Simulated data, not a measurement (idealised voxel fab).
The name of this process module is voxel released beams.
Cross-section cut spans 200 nm and uses square cells 5 nm in size.
A cross-section in this document is a grid of square cells, and it is written down as bands, the top band listed before the ones below it; a band is made up of one or more rows of cells. Heads up on the band format: heights come first, top then bottom, in nm. After that it's the materials left to right, each with its width in nm. A single material flagged "full width" fills the whole band edge to edge, and "empty" means there's empty space there. Zero point of the height axis is 0; under it, received wafer = one material. Lowest band: continues down indefinitely, "0 down". It should be noted that a width expressed as "30->40" varies in equal increments from row to row of cells within the band, taking the value of the first number at the top row and that of the second number at the bottom row. Where the words "no modification" appear for a step, the cross-section shows no cell changed by that step; every cell remained as before. If an empty space has no open way to the top and is at least 8 cells in size, "Closed void roster" lists it, written width x height at distance, where distance is measured from the left edge and every value is in nm. Where a step's line continues beyond its settings, the continuation is a remark by the simulator itself on that step. "overlay nm" answers the question of how far to the right of plan the mask lay on a step that has a mask, and when it is negative the answer is to the left.
The following list gives the planned process steps:
1,RECEIVE (material Si)
2,CONFORMAL_DEP (material SiN; thk nm 5)
3,DIRECTIONAL_DEP (material SiO2; thk nm 20)
4,DIRECTIONAL_DEP (material aC; thk nm 15)
5,PATTERN (tone open; mask id ANCHOR; material resist; width nm 35; thk nm 30; overlay nm 0)
6,DIRECTIONAL_ETCH (etch materials aC; depth nm 15)
7,STRIP (etch materials resist)
8,DIRECTIONAL_ETCH (etch materials SiO2; depth nm 20)
9,STRIP (etch materials aC)
10,CONFORMAL_DEP (material TiN; thk nm 15)
11,PATTERN (tone cover; mask id BEAM; material resist; width nm 80; thk nm 20; overlay nm 0)
12,DIRECTIONAL_ETCH (etch materials TiN; depth nm 15)
13,STRIP (etch materials resist)
14,STRIP (etch materials SiO2)
The following pertains to the first of two wafers, which was processed as planned:
As-received wafer cross-section (after step 1):
- 0 down | Si full width
- Closed void roster: none
After step 2, in cross-section:
- 5 to 0 | SiN full width
- At heights below 0, the structure remains unaltered.
After step 3, in cross-section:
- 25 to 5 | SiO2 full width
- At heights below 5, the structure remains unaltered.
After step 4, in cross-section:
- 40 to 25 | aC full width
- At heights below 25, the structure remains unaltered.
After step 5, in cross-section:
- 70 to 40 | resist 60 / empty 35 / resist 105
- At heights below 40, the structure remains unaltered.
After step 6, in cross-section:
- 55 to 40 | resist 60 / empty 35 / resist 105
- 40 to 25 | aC 60 / empty 35 / aC 105
- At heights below 25, the structure remains unaltered.
After step 7, in cross-section:
- 40 to 25 | aC 60 / empty 35 / aC 105
- At heights below 25, the structure remains unaltered.
After step 8, in cross-section:
- 40 to 25 | aC 60 / empty 35 / aC 105
- 25 to 5 | SiO2 60 / empty 35 / SiO2 105
- At heights below 5, the structure remains unaltered.
After step 9, in cross-section:
- 25 to 5 | SiO2 60 / empty 35 / SiO2 105
- At heights below 5, the structure remains unaltered.
After step 10, in cross-section:
- 40 to 25 | TiN 75 / empty 5 / TiN 120
- 25 to 20 | SiO2 60 / TiN 15 / empty 5 / TiN 15 / SiO2 105
- 20 to 5 | SiO2 60 / TiN 35 / SiO2 105
- At heights below 5, the structure remains unaltered.
After step 11, in cross-section:
- 60 to 40 | empty 55 / resist 80 / empty 65
- 40 to 25 | TiN 75 / resist 5 / TiN 120
- 25 to 20 | SiO2 60 / TiN 15 / resist 5 / TiN 15 / SiO2 105
- At heights below 20, the structure remains unaltered.
After step 12, in cross-section:
- 60 to 40 | empty 55 / resist 80 / empty 65
- 40 to 25 | empty 55 / TiN 20 / resist 5 / TiN 55 / empty 65
- At heights below 25, the structure remains unaltered.
After step 13, in cross-section:
- 40 to 25 | empty 55 / TiN 20 / empty 5 / TiN 55 / empty 65
- 25 to 20 | SiO2 60 / TiN 15 / empty 5 / TiN 15 / SiO2 105
- At heights below 20, the structure remains unaltered.
After step 14, in cross-section:
- 40 to 25 | empty 55 / TiN 20 / empty 5 / TiN 55 / empty 65
- 25 to 20 | empty 60 / TiN 15 / empty 5 / TiN 15 / empty 105
- 20 to 5 | empty 60 / TiN 35 / empty 105
- At heights below 5, the structure remains unaltered.
second wafer: like start, like plan, one mistake. Through step 1 it matches the first wafer:
Second wafer at the planned finish of step 2, seen in cross-section:
- 20 to 0 | SiO2 full width
- At heights below 0, the structure remains unaltered.
Second wafer at the planned finish of step 3, seen in cross-section:
- 25 to 20 | SiN full width
- At heights below 20, the structure remains unaltered.
Second wafer at the planned finish of step 4, seen in cross-section:
- 40 to 25 | aC full width
- At heights below 25, the structure remains unaltered.
Second wafer at the planned finish of step 5, seen in cross-section:
- 70 to 40 | resist 60 / empty 35 / resist 105
- At heights below 40, the structure remains unaltered.
Second wafer at the planned finish of step 6, seen in cross-section:
- 55 to 40 | resist 60 / empty 35 / resist 105
- 40 to 25 | aC 60 / empty 35 / aC 105
- At heights below 25, the structure remains unaltered.
Second wafer at the planned finish of step 7, seen in cross-section:
- 40 to 25 | aC 60 / empty 35 / aC 105
- At heights below 25, the structure remains unaltered.
Second wafer at the planned finish of step 8, seen in cross-section: no modification
Second wafer at the planned finish of step 9, seen in cross-section:
- 25 to 20 | SiN full width
- At heights below 20, the structure remains unaltered.
Second wafer at the planned finish of step 10, seen in cross-section:
- 40 to 25 | TiN full width
- At heights below 25, the structure remains unaltered.
Second wafer at the planned finish of step 11, seen in cross-section:
- 60 to 40 | empty 55 / resist 80 / empty 65
- At heights below 40, the structure remains unaltered.
Second wafer at the planned finish of step 12, seen in cross-section:
- 60 to 40 | empty 55 / resist 80 / empty 65
- 40 to 25 | empty 55 / TiN 80 / empty 65
- At heights below 25, the structure remains unaltered.
Second wafer at the planned finish of step 13, seen in cross-section:
- 40 to 25 | empty 55 / TiN 80 / empty 65
- At heights below 25, the structure remains unaltered.
Second wafer at the planned finish of step 14, seen in cross-section: no modification
What was the processing mistake? note: step 2 <-> step 3, run order reversed vs plan
At the finish, the second wafer shows more or fewer cells for some materials than the first does: 160 more of SiO2 | 24 fewer of TiN
